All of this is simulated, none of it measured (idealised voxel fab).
process module | voxel released beams
Square cells of 5 nm make up the cross-section cut, whose width is 225 nm.
Square cells in a grid make up a cross-section in this document, and the grid is given as bands, listed from the top down, each one or more rows of cells.
This entry defines a band. It first specifies the height of the band's top and the height of its bottom in nm, and then specifies the band's materials from left to right, stating each material with its width in nm. The word "throughout" identifies a single material that fills the band from edge to edge, while the word "empty" identifies empty space.
Beneath 0, the wafer as received is one material, and that level is where height counting begins. The lowest band goes on downward without a bottom; it is written like "from 0 down".
The expression "30->40" gives the width at the extremes of the band, the first number at its top row of cells and the second at its bottom row, with the width changing by equal amounts from each row to the next in between.
It should be understood that the words "nothing changed", when stated for a given step, signify that the cross-section underwent no change in any of its cells during that step.
The entry titled "Closed void inventory" provides the empty spaces that have no open way to the top, restricted to those of 8 cells or more. Each is presented as width x height at distance, the distance being measured from the left edge, with all three in nm.
The remark found on a step's line after its settings is issued by the simulator itself and pertains to that step.
For masked steps, "overlay nm" on the step line gives how far right of plan the mask actually lay; a minus sign means it lay to the left.

The process steps that were planned are listed below
1) RECEIVE | material Si
2) CONFORMAL_DEP | material Al2O3 | thk nm 5
3) DIRECTIONAL_DEP | material SiO2 | thk nm 15
4) DIRECTIONAL_DEP | material aC | thk nm 10
5) PATTERN | tone open | mask id ANCHOR | material resist | width nm 30 | thk nm 25 | overlay nm 0
6) DIRECTIONAL_ETCH | etch materials aC | depth nm 10
7) STRIP | etch materials resist
8) DIRECTIONAL_ETCH | etch materials SiO2 | depth nm 15
9) STRIP | etch materials aC
10) CONFORMAL_DEP | material W | thk nm 10
11) DIRECTIONAL_DEP | material aC | thk nm 15
12) PATTERN | tone cover | mask id BEAM | material resist | width nm 95 | thk nm 30 | overlay nm 0
13) DIRECTIONAL_ETCH | etch materials aC | depth nm 15
14) STRIP | etch materials resist
15) DIRECTIONAL_ETCH | etch materials W | depth nm 10
16) STRIP | etch materials aC
17) STRIP | etch materials SiO2

Received-state cross-section, reflecting completion of step 1
> from 0 down: Si throughout
> Closed void inventory: none

Final wafer profile in cross-section after the module, from the same start and plan as above, with one mistake made during processing
> from 30 to 20: empty 60  W 15  empty 10  W 75  empty 65
> from 20 to 15: empty 65  W 10  empty 10  W 10  empty 130
> from 15 to 5: empty 65  W 30  empty 130
> from 5 to 0: Al2O3 throughout
> from 0 down: Si throughout
> Closed void inventory: none
The plan and the run diverged here: step 12 did not use the planned setting and instead ran as PATTERN | tone cover | mask id BEAM | material resist | width nm 100 | thk nm 30 | overlay nm 0
